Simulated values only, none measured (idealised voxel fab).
This is a process module. Its name is voxel air gaps.
Cross-sectional view cut (width: 260 nm; square cell size: 5 nm).
Notation: cross-section as square-cell grid; stated in bands, top first, going down; one or more cell rows per band.
Each band's line starts with the height of the band's top and of its bottom, in nm. Then come its materials from left to right, each with its width in nm. One material with "edge to edge" fills the band from edge to edge. "air" is empty space.
The level at which height equals 0 is the one under which the wafer, as it arrives, is entirely one material. No lower edge exists for the bottom band, which continues downward and is notated as in "z 0 and below".
Quick explanation for "30 to 40": the width changes in equal steps down the rows of cells, from the first number in the band's top row to the second number in its bottom row.
No cell of the cross-section changed in a step that is given as "no alteration".
For the entry "Sealed voids", the listed items are empty spaces with no open way to the top whose size is 8 cells or more; each item follows the pattern width x height at distance, where distance is from the left edge and all three are in nm.
after a step's settings: what the simulator itself notes on the step
overlay nm: mask offset rightward from planned place, masked step; negative means leftward offset.

Process steps (planned):
- 1: RECEIVE: material Si
- 2: CONFORMAL_DEP: material SiO2, thk nm 15
- 3: CONFORMAL_DEP: material SiCN, thk nm 5
- 4: DIRECTIONAL_DEP: material SiO2, thk nm 40
- 5: PATTERN: tone open, mask id LINES, material resist, width nm 20, pitch nm 45, thk nm 20, overlay nm 0
- 6: DIRECTIONAL_ETCH: etch materials SiO2, depth nm 40
- 7: STRIP: etch materials resist
- 8: CONFORMAL_DEP: material TiN, thk nm 5
- 9: FILL_DEP: material Ru, thk nm 5
- 10: CMP: height nm 60
- 11: EPI: material Ru, thk nm 10
- 12: SELECTIVE_ETCH: etch materials SiO2, depth nm 50
- 13: CONFORMAL_DEP: material SiCN, thk nm 5

Cross-section: wafer on arrival = after step 1:
z 0 and below  Si edge to edge
Sealed voids: none

Cross-sectional view of the first of the two wafers upon completion of the module, processed in accordance with the plan:
z 75 to 70  35 nm air, then 185 nm SiCN, then 40 nm air
z 70 to 60  35 nm air, then 5 nm SiCN, then 40 nm Ru, then 5 nm SiCN, then 40 nm Ru, then 5 nm SiCN, then 40 nm Ru, then 5 nm SiCN, then 40 nm Ru, then 5 nm SiCN, then 40 nm air
z 60 to 55  35 nm air, then 15 nm SiCN, then 5 nm TiN, then 10 nm Ru, then 5 nm TiN, then 25 nm SiCN, then 5 nm TiN, then 10 nm Ru, then 5 nm TiN, then 25 nm SiCN, then 5 nm TiN, then 10 nm Ru, then 5 nm TiN, then 25 nm SiCN, then 5 nm TiN, then 10 nm Ru, then 5 nm TiN, then 15 nm SiCN, then 40 nm air
z 55 to 25  45 nm air, then 5 nm SiCN, then 5 nm TiN, then 10 nm Ru, then 5 nm TiN, then 5 nm SiCN, then 15 nm air, then 5 nm SiCN, then 5 nm TiN, then 10 nm Ru, then 5 nm TiN, then 5 nm SiCN, then 15 nm air, then 5 nm SiCN, then 5 nm TiN, then 10 nm Ru, then 5 nm TiN, then 5 nm SiCN, then 15 nm air, then 5 nm SiCN, then 5 nm TiN, then 10 nm Ru, then 5 nm TiN, then 5 nm SiCN, then 50 nm air
z 25 to 20  50 nm SiCN, then 20 nm TiN, then 25 nm SiCN, then 20 nm TiN, then 25 nm SiCN, then 20 nm TiN, then 25 nm SiCN, then 20 nm TiN, then 55 nm SiCN
z 20 to 15  SiCN edge to edge
z 15 to 0  SiO2 edge to edge
z 0 and below  Si edge to edge
Sealed voids: 15 x 30 at 75; 15 x 30 at 120; 15 x 30 at 165

Wafer two, end of module, cross-section. Same start, same plan as wafer one. One mistake in the run:
z 75 to 70  35 nm air, then 185 nm SiCN, then 40 nm air
z 70 to 60  35 nm air, then 5 nm SiCN, then 40 nm Ru, then 5 nm SiCN, then 40 nm Ru, then 5 nm SiCN, then 40 nm Ru, then 5 nm SiCN, then 40 nm Ru, then 5 nm SiCN, then 40 nm air
z 60 to 55  35 nm air, then 15 nm SiCN, then 5 nm TiN, then 10 nm Ru, then 5 nm TiN, then 25 nm SiCN, then 5 nm TiN, then 10 nm Ru, then 5 nm TiN, then 25 nm SiCN, then 5 nm TiN, then 10 nm Ru, then 5 nm TiN, then 25 nm SiCN, then 5 nm TiN, then 10 nm Ru, then 5 nm TiN, then 15 nm SiCN, then 40 nm air
z 55 to 25  45 nm air, then 5 nm SiCN, then 5 nm TiN, then 10 nm Ru, then 5 nm TiN, then 5 nm SiCN, then 15 nm air, then 5 nm SiCN, then 5 nm TiN, then 10 nm Ru, then 5 nm TiN, then 5 nm SiCN, then 15 nm air, then 5 nm SiCN, then 5 nm TiN, then 10 nm Ru, then 5 nm TiN, then 5 nm SiCN, then 15 nm air, then 5 nm SiCN, then 5 nm TiN, then 10 nm Ru, then 5 nm TiN, then 5 nm SiCN, then 50 nm air
z 25 to 20  50 nm SiCN, then 20 nm TiN, then 25 nm SiCN, then 20 nm TiN, then 25 nm SiCN, then 20 nm TiN, then 25 nm SiCN, then 20 nm TiN, then 55 nm SiCN
z 20 to 15  SiCN edge to edge
z 15 to 0  TiN edge to edge
z 0 and below  Si edge to edge
Sealed voids: 15 x 30 at 75; 15 x 30 at 120; 15 x 30 at 165
Which mistake was made when the wafer was run? step 2 changed vs plan, executed as CONFORMAL_DEP: material TiN, thk nm 15
Final tally in cells, some materials are higher or lower on the second wafer than on the first: SiO2 -156 | TiN +156
